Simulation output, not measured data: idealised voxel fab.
Proc. module: voxel transistor to metal
This is section cut - it's 180 nm across, gridded in 5 nm square cells.
In this document a cross-section is written as a grid of square cells. It is given as a series of bands, listed from the top down, and a band is one or more rows of cells.
Band: top height; bottom height; in nm. Then, left to right: material with width in nm, for each material. "full width": a single material spanning edge to edge. "blank": empty space.
Height is counted from the level 0, under which the received wafer is composed throughout of one material. The lowest of the bands is not closed at the bottom but continues downward, in the notation "0..down".
So if you see something like "30..40" for the width, read it as the top row of the band sitting at the first number and the bottom row at the second, with every row in between moving by the same amount as the last.
Where the words "nothing different" appear for a step, the cross-section shows no cell changed by that step; every cell remained as before.
Heads up: "Closed void list" only lists the empty pockets with no open path to the top that are 8 cells or more, and it writes them as width x height at distance, distance from the left edge, in nm.
Formally, on a step line, whatever follows the settings is a remark that the simulator itself makes on the step.
On any step carrying a mask, the "overlay nm" setting, if present on the step's line, tells how far right of its planned place the mask lay; negative values point to the left.

## Process steps foreseen in the plan
1: RECEIVE, material Si
2: CONFORMAL_DEP, material SiO2, thk nm 5
3: CONFORMAL_DEP, material SiN, thk nm 10
4: MASKED_ETCH, tone cover, mask id ACTIVE, width nm 115, etch materials SiN, depth nm 10, overlay nm 0
5: MASKED_ETCH, tone cover, mask id ACTIVE, width nm 115, etch materials SiO2, depth nm 5, overlay nm 0
6: MASKED_ETCH, tone cover, mask id ACTIVE, width nm 115, etch materials Si, depth nm 30, overlay nm 0
7: OXIDIZE, depth nm 5
8: FILL_DEP, material SiO2, thk nm 10
9: CMP, height nm 15
10: SELECTIVE_ETCH, etch materials SiO2, depth nm 5
11: STRIP, etch materials SiN
12: SELECTIVE_ETCH, etch materials SiO2, depth nm 5
13: OXIDIZE, depth nm 5
14: DIRECTIONAL_DEP, material polySi, thk nm 30
15: DIRECTIONAL_DEP, material SiCN, thk nm 15
16: MASKED_ETCH, tone cover, mask id GATE, width nm 25, etch materials SiCN, depth nm 25, overlay nm 0
17: MASKED_ETCH, tone cover, mask id GATE, width nm 25, etch materials polySi, depth nm 40, overlay nm 0
18: CONFORMAL_DEP, material SiO2, thk nm 5
19: DIRECTIONAL_ETCH, etch materials SiO2, depth nm 5
20: CONFORMAL_DEP, material SiN, thk nm 10
21: DIRECTIONAL_ETCH, etch materials SiN, depth nm 10
22: DIRECTIONAL_ETCH, etch materials SiO2, depth nm 5
23: EPI, material SiGe, thk nm 5
24: FILL_DEP, material SiO2, thk nm 5
25: CMP, height nm 45
26: DIRECTIONAL_DEP, material SiO2, thk nm 10
27: PATTERN, tone open, mask id CONTACT, material resist, width nm 35, pitch nm 70, thk nm 15, overlay nm 0
28: DIRECTIONAL_ETCH, etch materials SiO2, depth nm 55
29: STRIP, etch materials resist
30: CONFORMAL_DEP, material TiN, thk nm 5
31: FILL_DEP, material Ru, thk nm 10
32: CMP, height nm 55
33: CONFORMAL_DEP, material SiCN, thk nm 5
34: DIRECTIONAL_DEP, material SiO2, thk nm 25
35: PATTERN, tone open, mask id METAL_1, material resist, width nm 20, pitch nm 85, thk nm 15, overlay nm 0
36: DIRECTIONAL_ETCH, etch materials SiO2, depth nm 25
37: DIRECTIONAL_ETCH, etch materials SiCN, depth nm 5
38: STRIP, etch materials resist
39: CONFORMAL_DEP, material TiN, thk nm 5
40: FILL_DEP, material Ru, thk nm 5
41: CMP, height nm 85
42: CONFORMAL_DEP, material SiCN, thk nm 5
43: DIRECTIONAL_DEP, material lowk, thk nm 30
44: PATTERN, tone open, mask id METAL_2, material resist, width nm 20, pitch nm 85, thk nm 15, overlay nm 0
45: DIRECTIONAL_ETCH, etch materials lowk, depth nm 15
46: STRIP, etch materials resist
47: DIRECTIONAL_DEP, material aC, thk nm 10
48: PATTERN, tone open, mask id METAL_2_HOLES, material resist, width nm 15, pitch nm 85, thk nm 25, overlay nm 0
49: DIRECTIONAL_ETCH, etch materials aC, depth nm 10
50: STRIP, etch materials resist
51: DIRECTIONAL_ETCH, etch materials lowk, depth nm 15
52: DIRECTIONAL_ETCH, etch materials SiCN, depth nm 5
53: STRIP, etch materials aC
54: CONFORMAL_DEP, material TiN, thk nm 5
55: FILL_DEP, material Ru, thk nm 5
56: CMP, height nm 120
57: CONFORMAL_DEP, material SiCN, thk nm 5

## Incoming wafer in cross-section (state: after step 1)
	0..down  Si full width
	Closed void list: none

## Here's the wafer cut in cross-section after the module, started and planned just like above, except one thing was done wrong in the run
	125..120  SiCN full width
	120..110  lowk=35, then TiN=5, then Ru=10, then TiN=5, then lowk=65, then TiN=5, then Ru=10, then TiN=5, then lowk=40
	110..105  lowk=35, then TiN=5, then Ru=5, then TiN=10, then lowk=65, then TiN=5, then Ru=5, then TiN=10, then lowk=40
	105..90  lowk=35, then TiN=5, then Ru=5, then TiN=5, then lowk=70, then TiN=5, then Ru=5, then TiN=5, then lowk=45
	90..85  SiCN=35, then TiN=15, then SiCN=70, then TiN=15, then SiCN=45
	85..60  SiO2=35, then TiN=5, then Ru=10, then TiN=5, then SiO2=65, then TiN=5, then Ru=10, then TiN=5, then SiO2=40
	60..55  SiCN=35, then TiN=20, then SiCN=65, then TiN=20, then SiCN=40
	55..50  Ru=30, then TiN=5, then SiO2=35, then TiN=5, then Ru=25, then TiN=5, then SiO2=35, then TiN=5, then Ru=35
	50..45  Ru=30, then TiN=5, then SiO2=35, then TiN=35, then SiO2=35, then TiN=5, then Ru=35
	45..30  Ru=30, then TiN=5, then SiO2=25, then SiN=10, then TiN=5, then SiCN=25, then TiN=5, then SiN=10, then SiO2=25, then TiN=5, then Ru=35
	30..10  Ru=30, then TiN=5, then SiO2=25, then SiN=10, then TiN=5, then polySi=25, then TiN=5, then SiN=10, then SiO2=25, then TiN=5, then Ru=35
	10..5  Ru=25, then TiN=10, then SiO2=25, then SiN=10, then TiN=5, then polySi=25, then TiN=5, then SiN=10, then SiO2=25, then TiN=10, then Ru=30
	5..0  TiN=30, then SiN=10, then SiO2=20, then SiN=10, then TiN=5, then polySi=25, then TiN=5, then SiN=10, then SiO2=20, then SiN=10, then TiN=35
	0..-5  SiO2=40, then SiGe=20, then SiO2=55, then SiGe=20, then SiO2=45
	-5..-35  SiO2=35, then Si=105, then SiO2=40
	-35..down  Si full width
	Closed void list: none
Against the plan, the run slipped here: step 27 ran with different settings than intended, the actual operation and settings being PATTERN, tone cover, mask id CONTACT, material resist, width nm 35, pitch nm 70, thk nm 15, overlay nm 0
